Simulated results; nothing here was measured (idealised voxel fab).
Module name: voxel gate over fins (process module)
The figure presents cross-section cut, which has a width of 155 nm and is divided into square cells with an edge length of 5 nm.
Cross-section layout: square cells on a grid; listed as bands, top to bottom; a band spans one or more cell rows.
First you get the band's top height and its bottom height, in nm, and then the materials it's made of, left to right, with each width in nm. If you see a single material with "throughout", that one covers the band edge to edge. "air" is empty space.
Heights are reckoned from 0. Under this level, the received wafer is all of one material. The bottommost band is open-ended downward, for example "top 0, no bottom".
A width given as "30->40" starts at the first number in the band's top row and ends at the second number in its bottom row, shifting by an equal amount at every step from row to row.
When a step is marked "no alterations made", none of the cells in the cross-section changed during that step.
Any empty space of 8 cells or more lacking an open way to the top shows up in "Closed void table" as width x height at distance, distance from the left edge, in nm.
Note: text after step settings on the step line = simulator remark on that step.
"overlay nm" answers the question of how far to the right of plan the mask lay on a step that has a mask, and when it is negative the answer is to the left.

**Planned step list for the process**
1. RECEIVE (material Si)
2. CONFORMAL_DEP (material SiN; thk nm 10)
3. DIRECTIONAL_DEP (material aC; thk nm 10)
4. PATTERN (tone cover; mask id FINS; material resist; width nm 15; pitch nm 35; thk nm 30; overlay nm 0)
5. DIRECTIONAL_ETCH (etch materials aC; depth nm 10)
6. STRIP (etch materials resist)
7. DIRECTIONAL_ETCH (etch materials SiN; depth nm 10)
8. DIRECTIONAL_ETCH (etch materials Si; depth nm 40)
9. STRIP (etch materials aC)
10. FILL_DEP (material SiO2; thk nm 10)
11. CMP (height nm 10)
12. SELECTIVE_ETCH (etch materials SiO2; depth nm 20)
13. STRIP (etch materials SiN)
14. CONFORMAL_DEP (material HfO2; thk nm 5)
15. CONFORMAL_DEP (material TiN; thk nm 5)
16. CONFORMAL_DEP (material TiAl; thk nm 5)
17. CONFORMAL_DEP (material TiN; thk nm 5)
18. FILL_DEP (material W; thk nm 15)
19. CMP (height nm 30)
20. CONFORMAL_DEP (material SiN; thk nm 5)

**Delivered wafer in cross-section: state after step 1**
* top 0, no bottom  Si throughout
* Closed void table: none

**Here's the wafer cut in cross-section after the module, started and planned just like above, except one thing was done wrong in the run**
* top 35, bottom 30  SiN throughout
* top 30, bottom 20  W throughout
* top 20, bottom 15  TiN throughout
* top 15, bottom 10  TiAl throughout
* top 10, bottom 5  TiN throughout
* top 5, bottom 0  HfO2 40; TiN 5; HfO2 30; TiN 5; HfO2 30; TiN 5; HfO2 40
* top 0, bottom -5  Si 35; HfO2 5; TiN 5; HfO2 5; Si 20; HfO2 5; TiN 5; HfO2 5; Si 20; HfO2 5; TiN 5; HfO2 5; Si 35
* top -5, bottom -10  Si 35; HfO2 15; Si 20; HfO2 15; Si 20; HfO2 15; Si 35
* top -10, bottom -40  Si 35; SiO2 15; Si 20; SiO2 15; Si 20; SiO2 15; Si 35
* top -40, no bottom  Si throughout
* Closed void table: none
Finding, execution versus plan: for step 4, the planned setting was not used; the step was instead run as PATTERN (tone open; mask id FINS; material resist; width nm 15; pitch nm 35; thk nm 30; overlay nm 0)
